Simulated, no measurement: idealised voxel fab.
Documented hereafter: the process module known as voxel quadruple lines.
Square cells of 5 nm make up the cross-section cut, whose width is 295 nm.
Cross-sections here: square-cell grids, written as top-down lists of bands, a band being one or more rows of cells.
It is stipulated that each band's entry specify, in nanometres, the height of the top of the band and then that of its bottom, followed by the materials of the band in left-to-right sequence, each together with its width in nanometres. A single material marked by the word "full width" is understood to fill the band from edge to edge; the word "empty" is understood to denote empty space.
Basically, 0 is our baseline, since under it the wafer straight out of the box is all one material. The bottom band has no lower end and keeps on going down, so it looks like "0 and below".
A two-number width, for instance "30->40", indicates that the width is equal to the first number in the top row of the band and to the second number in the bottom row, and that it changes by a constant amount per row of cells.
"left unchanged" (step): cross-section cells unchanged, all of them.
The entry "Entrapped voids" lists the empty spaces that cover at least 8 cells and have no open path to the top. Each is written as width x height at distance, where the distance is measured from the left edge and all three values are in nm.
Text after the settings on a step's line: the simulator's own remark on that step.
The line of a step may include "overlay nm". On a step with a mask, this value is how far to the right of its planned place the mask lay. A negative value means the mask lay to the left.
Steps in the process plan
1: RECEIVE: material Si
2: CONFORMAL_DEP: material Al2O3, thk nm 5
3: DIRECTIONAL_DEP: material TiN, thk nm 15
4: DIRECTIONAL_DEP: material polySi, thk nm 20
5: DIRECTIONAL_DEP: material aC, thk nm 20
6: PATTERN: tone cover, mask id MANDREL, material resist, width nm 20, thk nm 30, overlay nm 0
7: DIRECTIONAL_ETCH: etch materials aC, depth nm 20
8: STRIP: etch materials resist
9: CONFORMAL_DEP: material SiO2, thk nm 10
10: DIRECTIONAL_ETCH: etch materials SiO2, depth nm 10
11: STRIP: etch materials aC
12: DIRECTIONAL_ETCH: etch materials polySi, depth nm 20
13: STRIP: etch materials SiO2
14: CONFORMAL_DEP: material SiCN, thk nm 5
15: DIRECTIONAL_ETCH: etch materials SiCN, depth nm 5
16: STRIP: etch materials polySi
17: DIRECTIONAL_ETCH: etch materials TiN, depth nm 15
18: STRIP: etch materials SiCN
First of two wafers, processed according to plan
Here's what the wafer looked like in cross-section when it arrived - that's after step 1
* 0 and below | Si full width
* Entrapped voids: none
Step 2 complete: cross-section through the wafer
* 5 down to 0 | Al2O3 full width
* Heights below 0 show no change.
Step 3 complete: cross-section through the wafer
* 20 down to 5 | TiN full width
* Heights below 5 show no change.
Step 4 complete: cross-section through the wafer
* 40 down to 20 | polySi full width
* Heights below 20 show no change.
Step 5 complete: cross-section through the wafer
* 60 down to 40 | aC full width
* Heights below 40 show no change.
Step 6 complete: cross-section through the wafer
* 90 down to 60 | empty: 135; resist: 20; empty: 140
* Heights below 60 show no change.
Step 7 complete: cross-section through the wafer
* 70 down to 60 | empty: 135; resist: 20; empty: 140
* 60 down to 40 | empty: 135; aC: 20; empty: 140
* Heights below 40 show no change.
Step 8 complete: cross-section through the wafer
* 60 down to 40 | empty: 135; aC: 20; empty: 140
* Heights below 40 show no change.
Step 9 complete: cross-section through the wafer
* 70 down to 60 | empty: 125; SiO2: 40; empty: 130
* 60 down to 50 | empty: 125; SiO2: 10; aC: 20; SiO2: 10; empty: 130
* 50 down to 40 | SiO2: 135; aC: 20; SiO2: 140
* Heights below 40 show no change.
Step 10 complete: cross-section through the wafer
* 60 down to 40 | empty: 125; SiO2: 10; aC: 20; SiO2: 10; empty: 130
* Heights below 40 show no change.
Step 11 complete: cross-section through the wafer
* 60 down to 40 | empty: 125; SiO2: 10; empty: 20; SiO2: 10; empty: 130
* Heights below 40 show no change.
Step 12 complete: cross-section through the wafer
* 60 down to 40 | empty: 125; SiO2: 10; empty: 20; SiO2: 10; empty: 130
* 40 down to 20 | empty: 125; polySi: 10; empty: 20; polySi: 10; empty: 130
* Heights below 20 show no change.
Step 13 complete: cross-section through the wafer
* 40 down to 20 | empty: 125; polySi: 10; empty: 20; polySi: 10; empty: 130
* Heights below 20 show no change.
Step 14 complete: cross-section through the wafer
* 45 down to 40 | empty: 120; SiCN: 20; empty: 10; SiCN: 20; empty: 125
* 40 down to 25 | empty: 120; SiCN: 5; polySi: 10; SiCN: 5; empty: 10; SiCN: 5; polySi: 10; SiCN: 5; empty: 125
* 25 down to 20 | SiCN: 125; polySi: 10; SiCN: 20; polySi: 10; SiCN: 130
* Heights below 20 show no change.
Step 15 complete: cross-section through the wafer
* 40 down to 20 | empty: 120; SiCN: 5; polySi: 10; SiCN: 5; empty: 10; SiCN: 5; polySi: 10; SiCN: 5; empty: 125
* Heights below 20 show no change.
Step 16 complete: cross-section through the wafer
* 40 down to 20 | empty: 120; SiCN: 5; empty: 10; SiCN: 5; empty: 10; SiCN: 5; empty: 10; SiCN: 5; empty: 125
* Heights below 20 show no change.
Step 17 complete: cross-section through the wafer
* 40 down to 20 | empty: 120; SiCN: 5; empty: 10; SiCN: 5; empty: 10; SiCN: 5; empty: 10; SiCN: 5; empty: 125
* 20 down to 5 | empty: 120; TiN: 5; empty: 10; TiN: 5; empty: 10; TiN: 5; empty: 10; TiN: 5; empty: 125
* Heights below 5 show no change.
Step 18 complete: cross-section through the wafer
* 20 down to 5 | empty: 120; TiN: 5; empty: 10; TiN: 5; empty: 10; TiN: 5; empty: 10; TiN: 5; empty: 125
* Heights below 5 show no change.
Second wafer, same starting state and plan as the first, one mistake in the run, identical through step 5
Cross-section of the second wafer corresponding to the planned conclusion of step 6
* 90 down to 60 | resist: 135; empty: 20; resist: 140
* Heights below 60 show no change.
Cross-section of the second wafer corresponding to the planned conclusion of step 7
* 70 down to 60 | resist: 135; empty: 20; resist: 140
* 60 down to 40 | aC: 135; empty: 20; aC: 140
* Heights below 40 show no change.
Cross-section of the second wafer corresponding to the planned conclusion of step 8
* 60 down to 40 | aC: 135; empty: 20; aC: 140
* Heights below 40 show no change.
Cross-section of the second wafer corresponding to the planned conclusion of step 9
* 70 down to 60 | SiO2 full width
* 60 down to 40 | aC: 135; SiO2: 20; aC: 140
* Heights below 40 show no change.
Cross-section of the second wafer corresponding to the planned conclusion of step 10
* 60 down to 40 | aC: 135; SiO2: 20; aC: 140
* Heights below 40 show no change.
Cross-section of the second wafer corresponding to the planned conclusion of step 11
* 60 down to 40 | empty: 135; SiO2: 20; empty: 140
* Heights below 40 show no change.
Cross-section of the second wafer corresponding to the planned conclusion of step 12
* 60 down to 40 | empty: 135; SiO2: 20; empty: 140
* 40 down to 20 | empty: 135; polySi: 20; empty: 140
* Heights below 20 show no change.
Cross-section of the second wafer corresponding to the planned conclusion of step 13
* 40 down to 20 | empty: 135; polySi: 20; empty: 140
* Heights below 20 show no change.
Cross-section of the second wafer corresponding to the planned conclusion of step 14
* 45 down to 40 | empty: 130; SiCN: 30; empty: 135
* 40 down to 25 | empty: 130; SiCN: 5; polySi: 20; SiCN: 5; empty: 135
* 25 down to 20 | SiCN: 135; polySi: 20; SiCN: 140
* Heights below 20 show no change.
Cross-section of the second wafer corresponding to the planned conclusion of step 15
* 40 down to 20 | empty: 130; SiCN: 5; polySi: 20; SiCN: 5; empty: 135
* Heights below 20 show no change.
Cross-section of the second wafer corresponding to the planned conclusion of step 16
* 40 down to 20 | empty: 130; SiCN: 5; empty: 20; SiCN: 5; empty: 135
* Heights below 20 show no change.
Cross-section of the second wafer corresponding to the planned conclusion of step 17
* 40 down to 20 | empty: 130; SiCN: 5; empty: 20; SiCN: 5; empty: 135
* 20 down to 5 | empty: 130; TiN: 5; empty: 20; TiN: 5; empty: 135
* Heights below 5 show no change.
Cross-section of the second wafer corresponding to the planned conclusion of step 18
* 20 down to 5 | empty: 130; TiN: 5; empty: 20; TiN: 5; empty: 135
* Heights below 5 show no change.
Diagnosis: step 6 changed vs plan, executed as PATTERN: tone open, mask id MANDREL, material resist, width nm 20, thk nm 30, overlay nm 0
In the final state, the cell counts of the second wafer exceed or fall short of those of the first for the following materials: 6 fewer of TiN
